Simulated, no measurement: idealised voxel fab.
Process module under the name voxel double patterning
Cross-section cut: width 190 nm, square cells of 5 nm.
Notation: cross-section as square-cell grid; stated in bands, top first, going down; one or more cell rows per band.
It is stipulated that each band's entry specify, in nanometres, the height of the top of the band and then that of its bottom, followed by the materials of the band in left-to-right sequence, each together with its width in nanometres. A single material marked by the word "throughout" is understood to fill the band from edge to edge; the word "blank" is understood to denote empty space.
For the purposes of this specification, 0 denotes the height below which the wafer in its as-received condition is composed wholly of one material, and the lowermost band, lacking a lower limit, extends downward without end, as expressed in "top 0, no bottom".
The two numbers in a width such as "30..40" mark its ends across the band: the first belongs to the top row of cells, the second to the bottom row, and from each row to the next the width moves by the same amount.
"nothing changed" after a step means that no cell of the cross-section changed.
"Voids, enclosed" - sealed voids, min. 8 cells, no opening to top; format: width x height at distance (distance from left edge; nm throughout).
It should be noted that, on the line of a given step, the content following the step's settings is a remark produced by the simulator itself with respect to that step.
overlay nm, on a step with a mask: how far to the right of its planned place the mask lay; to the left if negative

Process steps (planned)
1. RECEIVE: material Si
2. CONFORMAL_DEP: material SiO2, thk nm 5
3. DIRECTIONAL_DEP: material TiN, thk nm 10
4. DIRECTIONAL_DEP: material SiN, thk nm 5
5. PATTERN: tone open, mask id FIRST, material resist, width nm 15, pitch nm 50, thk nm 20, overlay nm 0
6. DIRECTIONAL_ETCH: etch materials SiN, depth nm 5
7. STRIP: etch materials resist
8. DIRECTIONAL_DEP: material aC, thk nm 10
9. PATTERN: tone open, mask id SECOND, material resist, width nm 15, thk nm 25, overlay nm -15
10. DIRECTIONAL_ETCH: etch materials aC, depth nm 10
11. STRIP: etch materials resist
12. DIRECTIONAL_ETCH: etch materials SiN, depth nm 5
13. STRIP: etch materials aC
14. DIRECTIONAL_ETCH: etch materials TiN, depth nm 10
15. STRIP: etch materials SiN
For this document, wafers share an identical start and vary in the step 9 overlay nm; the plan quotes the first wafer's value.

Cross-section, first of several wafers, as delivered after step 1
top 0, no bottom | Si throughout
Voids, enclosed: none

First of several wafers in cross-section at module end, following the final step, step 15
top 15, bottom 5 | 60 of TiN / 25 of blank / 25 of TiN / 15 of blank / 65 of TiN
top 5, bottom 0 | SiO2 throughout
top 0, no bottom | Si throughout
Voids, enclosed: none

Last wafer x-sec, end of module
top 15, bottom 5 | 60 of TiN / 15 of blank / 25 of TiN / 25 of blank / 65 of TiN
top 5, bottom 0 | SiO2 throughout
top 0, no bottom | Si throughout
Voids, enclosed: none

Tabulated below, wafer by wafer, are the end-of-module results: for each material, the number of cells gained (+) or lost (-) relative to the as-received state, followed by the closed voids
overlay nm -15; +38 SiO2; +60 TiN; Voids, enclosed: none
overlay nm -10; +38 SiO2; +58 TiN; Voids, enclosed: none
overlay nm -5; +38 SiO2; +58 TiN; Voids, enclosed: none
overlay nm 0; +38 SiO2; +58 TiN; Voids, enclosed: none
overlay nm 5; +38 SiO2; +58 TiN; Voids, enclosed: none
overlay nm 10; +38 SiO2; +58 TiN; Voids, enclosed: none
overlay nm 15; +38 SiO2; +60 TiN; Voids, enclosed: none
